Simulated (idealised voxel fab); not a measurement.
A process module follows: voxel ribs on slabs.
FYI the section here is cut, 155 nm wide, cells are 5 nm squares.
Bands, listed from the top down, are how a cross-section gets written in this document; the cross-section itself is a grid of square cells, and a band is one or more rows of them.
It is stipulated that each band's entry specify, in nanometres, the height of the top of the band and then that of its bottom, followed by the materials of the band in left-to-right sequence, each together with its width in nanometres. A single material marked by the word "throughout" is understood to fill the band from edge to edge; the word "air" is understood to denote empty space.
Note: height 0 marks the level under which the wafer is uniformly one material as received. Lowest band unbounded below, written "0 down".
The expression "30->40" gives the width at the extremes of the band, the first number at its top row of cells and the second at its bottom row, with the width changing by equal amounts from each row to the next in between.
A step reported as "everything unchanged" is a step in which no cell of the cross-section changed.
The entry "Sealed voids" lists the empty spaces that cover at least 8 cells and have no open path to the top. Each is written as width x height at distance, where the distance is measured from the left edge and all three values are in nm.
On a step's line, text after the settings is the simulator commenting on that step.
overlay nm: mask offset rightward from planned place, masked step; negative means leftward offset.
These are the steps we planned for the process
1. RECEIVE,material Si
2. DIRECTIONAL_DEP,material SiO2,thk nm 20
3. DIRECTIONAL_DEP,material SiN,thk nm 25
4. PATTERN,tone cover,mask id RIB,material resist,width nm 30,thk nm 20,overlay nm 0
5. DIRECTIONAL_ETCH,etch materials SiN,depth nm 15
6. STRIP,etch materials resist
7. MASKED_ETCH,tone cover,mask id SLAB,width nm 90,etch materials SiN,depth nm 10,overlay nm 0
8. FILL_DEP,material SiO2,thk nm 15
9. CMP,height nm 55
10. DIRECTIONAL_DEP,material W,thk nm 10
11. PATTERN,tone cover,mask id HEATER,material resist,width nm 40,thk nm 20,overlay nm 0
12. DIRECTIONAL_ETCH,etch materials W,depth nm 10
13. STRIP,etch materials resist
14. CONFORMAL_DEP,material SiO2,thk nm 5
As-received state of the wafer in cross-section, equivalent to post-step 1
  0 down: Si throughout
  Sealed voids: none
Figure: cross-sectional view of the wafer upon completion of the module, processed from the initial state and according to the plan depicted above, with one error introduced during execution
  70 to 65: 50 nm air | 50 nm SiO2 | 55 nm air
  65 to 60: 50 nm air | 5 nm SiO2 | 40 nm W | 5 nm SiO2 | 55 nm air
  60 to 55: 55 nm SiO2 | 40 nm W | 60 nm SiO2
  55 to 50: 60 nm SiO2 | 30 nm SiN | 65 nm SiO2
  50 to 40: 30 nm SiO2 | 90 nm SiN | 35 nm SiO2
  40 to 0: SiO2 throughout
  0 down: Si throughout
  Sealed voids: none
Misprocessing identified: yeah, plan step 2 got run twice
